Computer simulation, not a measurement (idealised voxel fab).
The document below concerns the process module designated voxel fin reveal.
The cross-section shown here is cut; it is 275 nm wide and divided into square cells measuring 5 nm on a side.
If you're reading a cross-section in this doc, picture square cells in a grid; it comes to you as bands, top ones listed first down to the bottom, and a band can be one or more rows of cells.
Within each band entry, the heights of the top and of the bottom of the band appear first, in that order and in nm; the materials of the band then follow from left to right, each with its corresponding width in nm. The designation "everywhere" on a single material indicates that it fills the band from edge to edge; the designation "air" indicates empty space.
Heights are measured from 0, the level below which the as-received wafer is all one material; the lowest band has no bottom and continues downward, written as in "top 0, no bottom".
Width: "30..40" (first number = top row, second number = bottom row, same change from row to row of cells).
You'll sometimes find "nothing changed" written for a step, and that's the way of saying that nowhere in the cross-section did a cell change during that step.
Any empty space of 8 cells or more lacking an open way to the top shows up in "Closed internal voids" as width x height at distance, distance from the left edge, in nm.
On each step's line, the part that comes after the settings is the simulator's own comment on the step.
The setting "overlay nm" may be written on the line of a step. When the step uses a mask, the value reports how far to the right of the planned place the mask lay, and a negative value reports that it lay to the left.

Steps in the process plan:
1 RECEIVE (material Si)
2 CONFORMAL_DEP (material SiN; thk nm 5)
3 MASKED_ETCH (tone cover; mask id FINS; width nm 15; pitch nm 40; etch materials SiN; depth nm 5; overlay nm 0)
4 MASKED_ETCH (tone cover; mask id FINS; width nm 15; pitch nm 40; etch materials Si; depth nm 35; overlay nm 0)
5 FILL_DEP (material SiO2; thk nm 10)
6 CMP (height nm 5)
7 SELECTIVE_ETCH (etch materials SiO2; depth nm 25)
8 STRIP (etch materials SiN)
9 CONFORMAL_DEP (material HfO2; thk nm 5)

Cross-section of the incoming wafer, state after step 1:
top 0, no bottom = Si everywhere
Closed internal voids: none

As-planned run: cross-section of the first of two wafers at end of module:
top 5, bottom 0 = air 105 | HfO2 25 | air 15 | HfO2 25 | air 105
top 0, bottom -15 = air 105 | HfO2 5 | Si 15 | HfO2 5 | air 15 | HfO2 5 | Si 15 | HfO2 5 | air 105
top -15, bottom -20 = HfO2 110 | Si 15 | HfO2 25 | Si 15 | HfO2 110
top -20, bottom -35 = SiO2 110 | Si 15 | SiO2 25 | Si 15 | SiO2 110
top -35, no bottom = Si everywhere
Closed internal voids: none

Same start, same plan as the first wafer - but one mistake in the run. Cross-section of the second of the two at the end of the module:
top 10, bottom 0 = HfO2 everywhere
top 0, no bottom = Si everywhere
Closed internal voids: none
Run error: step 2 was not run as planned; what actually ran was CONFORMAL_DEP (material HfO2; thk nm 5)
At the finish, the second wafer shows more or fewer cells for some materials than the first does: 39 more of HfO2 | 343 more of Si | 147 fewer of SiO2
